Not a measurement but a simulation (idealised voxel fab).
process module | voxel released beams
cross-section cut | 235 nm wide | cells 5 nm
A cross-section is a grid of square cells, given in bands from the top down. A band is one or more rows of cells.
Each band's line starts with the height of the band's top and of its bottom, in nm. Then come its materials from left to right, each with its width in nm. One material with "throughout" fills the band from edge to edge. "air" is empty space.
Height 0 is the level under which the wafer as received is all one material. The lowest band goes on downwards, as in "0 down".
A width such as "30 to 40" changes by the same amount from each row of cells to the next, from the band's top row to its bottom row.
"no change" after a step means that no cell of the cross-section changed.
closed voids: empty space of 8 cells or more with no open way to the top, each as width x height at its distance from the left edge, in nm
after a step's settings: what the simulator itself notes on the step
overlay nm, on a step with a mask: how far to the right of its planned place the mask lay; to the left if negative
plan
1 op RECEIVE | material Si
2 op CONFORMAL_DEP | material Al2O3 | thk nm 5
3 op DIRECTIONAL_DEP | material SiO2 | thk nm 20
4 op MASKED_ETCH | tone open | mask id ANCHOR | width nm 25 | etch materials SiO2 | depth nm 20 | overlay nm 0
5 op CONFORMAL_DEP | material W | thk nm 10
6 op DIRECTIONAL_DEP | material aC | thk nm 10
7 op PATTERN | tone cover | mask id BEAM | material resist | width nm 80 | thk nm 25 | overlay nm 0
8 op DIRECTIONAL_ETCH | etch materials aC | depth nm 10
9 op STRIP | etch materials resist
10 op DIRECTIONAL_ETCH | etch materials W | depth nm 10
11 op STRIP | etch materials aC
12 op STRIP | etch materials SiO2
first wafer, as planned
as received, after step 1
  0 down: Si throughout
  closed voids: none
after step 2
  5 to 0: Al2O3 throughout
  below 0: unchanged
after step 3
  25 to 5: SiO2 throughout
  below 5: unchanged
after step 4
  25 to 5: SiO2 80 | air 25 | SiO2 130
  below 5: unchanged
after step 5
  35 to 25: W 90 | air 5 | W 140
  25 to 15: SiO2 80 | W 10 | air 5 | W 10 | SiO2 130
  15 to 5: SiO2 80 | W 25 | SiO2 130
  below 5: unchanged
after step 6
  45 to 35: aC 90 | air 5 | aC 140
  35 to 25: W 90 | air 5 | W 140
  25 to 15: SiO2 80 | W 10 | aC 5 | W 10 | SiO2 130
  below 15: unchanged
after step 7
  70 to 45: air 75 | resist 80 | air 80
  45 to 35: aC 90 | resist 5 | aC 140
  35 to 25: W 90 | resist 5 | W 140
  below 25: unchanged
after step 8
  60 to 45: air 75 | resist 80 | air 80
  45 to 35: air 75 | aC 15 | resist 5 | aC 60 | air 80
  below 35: unchanged
after step 9
  45 to 35: air 75 | aC 15 | air 5 | aC 60 | air 80
  35 to 25: W 90 | air 5 | W 140
  below 25: unchanged
after step 10
  45 to 35: air 75 | aC 15 | air 5 | aC 60 | air 80
  35 to 25: air 75 | W 15 | air 5 | W 60 | air 80
  below 25: unchanged
after step 11
  35 to 25: air 75 | W 15 | air 5 | W 60 | air 80
  25 to 15: SiO2 80 | W 10 | air 5 | W 10 | SiO2 130
  below 15: unchanged
after step 12
  35 to 25: air 75 | W 15 | air 5 | W 60 | air 80
  25 to 15: air 80 | W 10 | air 5 | W 10 | air 130
  15 to 5: air 80 | W 25 | air 130
  below 5: unchanged
second wafer: like start, like plan, one mistake. Through step 6 it matches the first wafer
when step 7 should have ended
  70 to 45: air 75 | resist 85 | air 75
  45 to 35: aC 90 | resist 5 | aC 140
  35 to 25: W 90 | resist 5 | W 140
  below 25: unchanged
when step 8 should have ended
  60 to 45: air 75 | resist 85 | air 75
  45 to 35: air 75 | aC 15 | resist 5 | aC 65 | air 75
  below 35: unchanged
when step 9 should have ended
  45 to 35: air 75 | aC 15 | air 5 | aC 65 | air 75
  35 to 25: W 90 | air 5 | W 140
  below 25: unchanged
when step 10 should have ended
  45 to 35: air 75 | aC 15 | air 5 | aC 65 | air 75
  35 to 25: air 75 | W 15 | air 5 | W 65 | air 75
  below 25: unchanged
when step 11 should have ended
  35 to 25: air 75 | W 15 | air 5 | W 65 | air 75
  25 to 15: SiO2 80 | W 10 | air 5 | W 10 | SiO2 130
  below 15: unchanged
when step 12 should have ended
  35 to 25: air 75 | W 15 | air 5 | W 65 | air 75
  25 to 15: air 80 | W 10 | air 5 | W 10 | air 130
  15 to 5: air 80 | W 25 | air 130
  below 5: unchanged
what went wrong: step 7 ran as: op PATTERN | tone cover | mask id BEAM | material resist | width nm 85 | thk nm 25 | overlay nm 0
at the end the second wafer has, in cells: 2 more of W
